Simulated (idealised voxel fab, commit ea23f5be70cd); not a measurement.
This section sets out a process module, namely voxel transistor to metal.
The figure presents cross-section cut, which has a width of 295 nm and is divided into square cells with an edge length of 5 nm.
In this document a cross-section is written as a grid of square cells. It is given as a series of bands, listed from the top down, and a band is one or more rows of cells. In this notation a band is specified by the heights of its top and bottom, in that order and in nm, after which its materials appear from left to right, each paired with its width in nm. The word "throughout" attached to a single material means that material fills the band from edge to edge; the word "air" stands for empty space. Ref level 0: as-received wafer is one material below here. Bottom band extends down with no lower bound ("top 0, no bottom"). When a width is written as two numbers, as in "30..40", the first number is the width in the top row of cells of the band and the second is the width in its bottom row, and the width changes by the same amount from each row to the next. "remained the same" for a step: no cell of the cross-section changed in that step. Closed-off voids of 8+ cells (no open route to the top) go in "Fully sealed voids", written width x height at distance from the left edge, in nm. Formally, on a step line, whatever follows the settings is a remark that the simulator itself makes on the step. A step line may carry the setting "overlay nm", which, for steps involving a mask, states the distance by which the mask lay to the right of its intended position; negative values denote displacement to the left.
## Here's what the planned process steps look like
1,RECEIVE (material Si)
2,CONFORMAL_DEP (material SiO2; thk nm 5)
3,CONFORMAL_DEP (material SiN; thk nm 10)
4,MASKED_ETCH (tone cover; mask id ACTIVE; width nm 115; pitch nm 145; etch materials SiN; depth nm 10; overlay nm 0)
5,MASKED_ETCH (tone cover; mask id ACTIVE; width nm 115; pitch nm 145; etch materials SiO2; depth nm 5; overlay nm 0)
6,MASKED_ETCH (tone cover; mask id ACTIVE; width nm 115; pitch nm 145; etch materials Si; depth nm 30; overlay nm 0)
7,OXIDIZE (depth nm 5)
8,FILL_DEP (material SiO2; thk nm 5)
9,CMP (height nm 15)
10,SELECTIVE_ETCH (etch materials SiO2; depth nm 10)
11,STRIP (etch materials SiN)
12,SELECTIVE_ETCH (etch materials SiO2; depth nm 5)
13,OXIDIZE (depth nm 5)
14,DIRECTIONAL_DEP (material polySi; thk nm 25)
15,DIRECTIONAL_DEP (material SiCN; thk nm 15)
16,PATTERN (tone cover; mask id GATE; material resist; width nm 35; pitch nm 145; thk nm 15; overlay nm 0)
17,DIRECTIONAL_ETCH (etch materials SiCN; depth nm 25)
18,DIRECTIONAL_ETCH (etch materials polySi; depth nm 35)
19,STRIP (etch materials resist)
20,CONFORMAL_DEP (material SiO2; thk nm 5)
21,DIRECTIONAL_ETCH (etch materials SiO2; depth nm 5)
22,CONFORMAL_DEP (material SiN; thk nm 5)
23,DIRECTIONAL_ETCH (etch materials SiN; depth nm 5)
24,DIRECTIONAL_ETCH (etch materials SiO2; depth nm 5)
25,EPI (material pSi; thk nm 5)
26,FILL_DEP (material SiO2; thk nm 10)
27,CMP (height nm 25)
28,STRIP (etch materials polySi)
29,SELECTIVE_ETCH (etch materials SiO2; depth nm 5)
30,CONFORMAL_DEP (material HfO2; thk nm 5)
31,CONFORMAL_DEP (material TiN; thk nm 5)
32,FILL_DEP (material W; thk nm 10)
33,CMP (height nm 20)
34,DIRECTIONAL_DEP (material SiO2; thk nm 15)
35,PATTERN (tone open; mask id CONTACT; material resist; width nm 15; thk nm 15; overlay nm 0)
36,DIRECTIONAL_ETCH (etch materials SiO2; depth nm 35)
37,STRIP (etch materials resist)
38,CONFORMAL_DEP (material TiN; thk nm 5)
39,FILL_DEP (material W; thk nm 5)
40,CMP (height nm 35)
41,CONFORMAL_DEP (material SiN; thk nm 5)
42,DIRECTIONAL_DEP (material lowk; thk nm 15)
43,MASKED_ETCH (tone open; mask id METAL_1; width nm 15; etch materials lowk; depth nm 15; overlay nm 0)
44,MASKED_ETCH (tone open; mask id METAL_1; width nm 15; etch materials SiN; depth nm 5; overlay nm 0)
45,CONFORMAL_DEP (material TiN; thk nm 5)
46,FILL_DEP (material Ru; thk nm 5)
47,CMP (height nm 55)
48,EPI (material Ru; thk nm 5)
49,FILL_DEP (material SiCN; thk nm 5)
50,DIRECTIONAL_DEP (material SiO2; thk nm 35)
51,MASKED_ETCH (tone open; mask id METAL_2; width nm 15; pitch nm 145; etch materials SiO2; depth nm 20; overlay nm 0)
52,PATTERN (tone open; mask id METAL_2_HOLES; material resist; width nm 15; pitch nm 145; thk nm 15; overlay nm 0)
53,DIRECTIONAL_ETCH (etch materials SiO2; depth nm 15)
54,DIRECTIONAL_ETCH (etch materials SiCN; depth nm 5)
55,STRIP (etch materials resist)
56,CONFORMAL_DEP (material TiN; thk nm 5)
57,FILL_DEP (material Cu; thk nm 10)
58,CMP (height nm 100)
59,CONFORMAL_DEP (material SiCN; thk nm 5)
## As-received wafer cross-section (after step 1)
    top 0, no bottom  Si throughout
    Fully sealed voids: none
## Post-module cross-section of the first of two wafers (run per plan)
    top 105, bottom 100  SiCN throughout
    top 100, bottom 65  20 nm SiO2, then 5 nm TiN, then 5 nm Cu, then 5 nm TiN, then 130 nm SiO2, then 5 nm TiN, then 5 nm Cu, then 5 nm TiN, then 115 nm SiO2
    top 65, bottom 60  20 nm SiCN, then 15 nm TiN, then 130 nm SiCN, then 15 nm TiN, then 115 nm SiCN
    top 60, bottom 55  15 nm SiCN, then 25 nm Ru, then 65 nm SiCN, then 25 nm Ru, then 30 nm SiCN, then 25 nm Ru, then 65 nm SiCN, then 25 nm Ru, then 20 nm SiCN
    top 55, bottom 40  20 nm lowk, then 5 nm TiN, then 5 nm Ru, then 5 nm TiN, then 75 nm lowk, then 5 nm TiN, then 5 nm Ru, then 5 nm TiN, then 40 nm lowk, then 5 nm TiN, then 5 nm Ru, then 5 nm TiN, then 75 nm lowk, then 5 nm TiN, then 5 nm Ru, then 5 nm TiN, then 25 nm lowk
    top 40, bottom 35  20 nm SiN, then 15 nm TiN, then 75 nm SiN, then 15 nm TiN, then 40 nm SiN, then 15 nm TiN, then 75 nm SiN, then 15 nm TiN, then 25 nm SiN
    top 35, bottom 20  20 nm SiO2, then 5 nm TiN, then 5 nm W, then 5 nm TiN, then 75 nm SiO2, then 5 nm TiN, then 5 nm W, then 5 nm TiN, then 40 nm SiO2, then 5 nm TiN, then 5 nm W, then 5 nm TiN, then 75 nm SiO2, then 5 nm TiN, then 5 nm W, then 5 nm TiN, then 25 nm SiO2
    top 20, bottom 5  20 nm SiO2, then 5 nm TiN, then 5 nm W, then 5 nm TiN, then 10 nm SiO2, then 5 nm SiN, then 5 nm HfO2, then 5 nm TiN, then 25 nm W, then 5 nm TiN, then 5 nm HfO2, then 5 nm SiN, then 10 nm SiO2, then 5 nm TiN, then 5 nm W, then 5 nm TiN, then 40 nm SiO2, then 5 nm TiN, then 5 nm W, then 5 nm TiN, then 10 nm SiO2, then 5 nm SiN, then 5 nm HfO2, then 5 nm TiN, then 25 nm W, then 5 nm TiN, then 5 nm HfO2, then 5 nm SiN, then 10 nm SiO2, then 5 nm TiN, then 5 nm W, then 5 nm TiN, then 25 nm SiO2
    top 5, bottom 0  20 nm SiO2, then 15 nm TiN, then 10 nm SiO2, then 5 nm SiN, then 5 nm HfO2, then 35 nm TiN, then 5 nm HfO2, then 5 nm SiN, then 10 nm SiO2, then 15 nm TiN, then 40 nm SiO2, then 15 nm TiN, then 10 nm SiO2, then 5 nm SiN, then 5 nm HfO2, then 35 nm TiN, then 5 nm HfO2, then 5 nm SiN, then 10 nm SiO2, then 15 nm TiN, then 25 nm SiO2
    top 0, bottom -5  15 nm SiO2, then 30 nm pSi, then 5 nm SiO2, then 45 nm HfO2, then 5 nm SiO2, then 30 nm pSi, then 30 nm SiO2, then 30 nm pSi, then 5 nm SiO2, then 45 nm HfO2, then 5 nm SiO2, then 30 nm pSi, then 20 nm SiO2
    top -5, bottom -35  20 nm SiO2, then 105 nm Si, then 40 nm SiO2, then 105 nm Si, then 25 nm SiO2
    top -35, no bottom  Si throughout
    Fully sealed voids: none
## Wafer two, sectioned after the module: the first wafer's start, the first wafer's plan, and one mistake in how it was run
    top 105, bottom 100  SiCN throughout
    top 100, bottom 65  SiO2 throughout
    top 65, bottom 60  SiCN throughout
    top 60, bottom 55  15 nm SiCN, then 25 nm Ru, then 65 nm SiCN, then 25 nm Ru, then 30 nm SiCN, then 25 nm Ru, then 65 nm SiCN, then 25 nm Ru, then 20 nm SiCN
    top 55, bottom 40  20 nm lowk, then 5 nm TiN, then 5 nm Ru, then 5 nm TiN, then 75 nm lowk, then 5 nm TiN, then 5 nm Ru, then 5 nm TiN, then 40 nm lowk, then 5 nm TiN, then 5 nm Ru, then 5 nm TiN, then 75 nm lowk, then 5 nm TiN, then 5 nm Ru, then 5 nm TiN, then 25 nm lowk
    top 40, bottom 35  20 nm SiN, then 15 nm TiN, then 75 nm SiN, then 15 nm TiN, then 40 nm SiN, then 15 nm TiN, then 75 nm SiN, then 15 nm TiN, then 25 nm SiN
    top 35, bottom 20  20 nm SiO2, then 5 nm TiN, then 5 nm W, then 5 nm TiN, then 75 nm SiO2, then 5 nm TiN, then 5 nm W, then 5 nm TiN, then 40 nm SiO2, then 5 nm TiN, then 5 nm W, then 5 nm TiN, then 75 nm SiO2, then 5 nm TiN, then 5 nm W, then 5 nm TiN, then 25 nm SiO2
    top 20, bottom 5  20 nm SiO2, then 5 nm TiN, then 5 nm W, then 5 nm TiN, then 10 nm SiO2, then 5 nm SiN, then 5 nm HfO2, then 5 nm TiN, then 25 nm W, then 5 nm TiN, then 5 nm HfO2, then 5 nm SiN, then 10 nm SiO2, then 5 nm TiN, then 5 nm W, then 5 nm TiN, then 40 nm SiO2, then 5 nm TiN, then 5 nm W, then 5 nm TiN, then 10 nm SiO2, then 5 nm SiN, then 5 nm HfO2, then 5 nm TiN, then 25 nm W, then 5 nm TiN, then 5 nm HfO2, then 5 nm SiN, then 10 nm SiO2, then 5 nm TiN, then 5 nm W, then 5 nm TiN, then 25 nm SiO2
    top 5, bottom 0  20 nm SiO2, then 15 nm TiN, then 10 nm SiO2, then 5 nm SiN, then 5 nm HfO2, then 35 nm TiN, then 5 nm HfO2, then 5 nm SiN, then 10 nm SiO2, then 15 nm TiN, then 40 nm SiO2, then 15 nm TiN, then 10 nm SiO2, then 5 nm SiN, then 5 nm HfO2, then 35 nm TiN, then 5 nm HfO2, then 5 nm SiN, then 10 nm SiO2, then 15 nm TiN, then 25 nm SiO2
    top 0, bottom -5  15 nm SiO2, then 30 nm pSi, then 5 nm SiO2, then 45 nm HfO2, then 5 nm SiO2, then 30 nm pSi, then 30 nm SiO2, then 30 nm pSi, then 5 nm SiO2, then 45 nm HfO2, then 5 nm SiO2, then 30 nm pSi, then 20 nm SiO2
    top -5, bottom -35  20 nm SiO2, then 105 nm Si, then 40 nm SiO2, then 105 nm Si, then 25 nm SiO2
    top -35, no bottom  Si throughout
    Fully sealed voids: none
Want to know what went wrong? execution of plan step 50 occurred twice
Wafer comparison, final, in cells, second relative to first, materials more or fewer: Cu: 14 fewer, SiCN: 6 more, SiO2: 42 more, TiN: 34 fewer
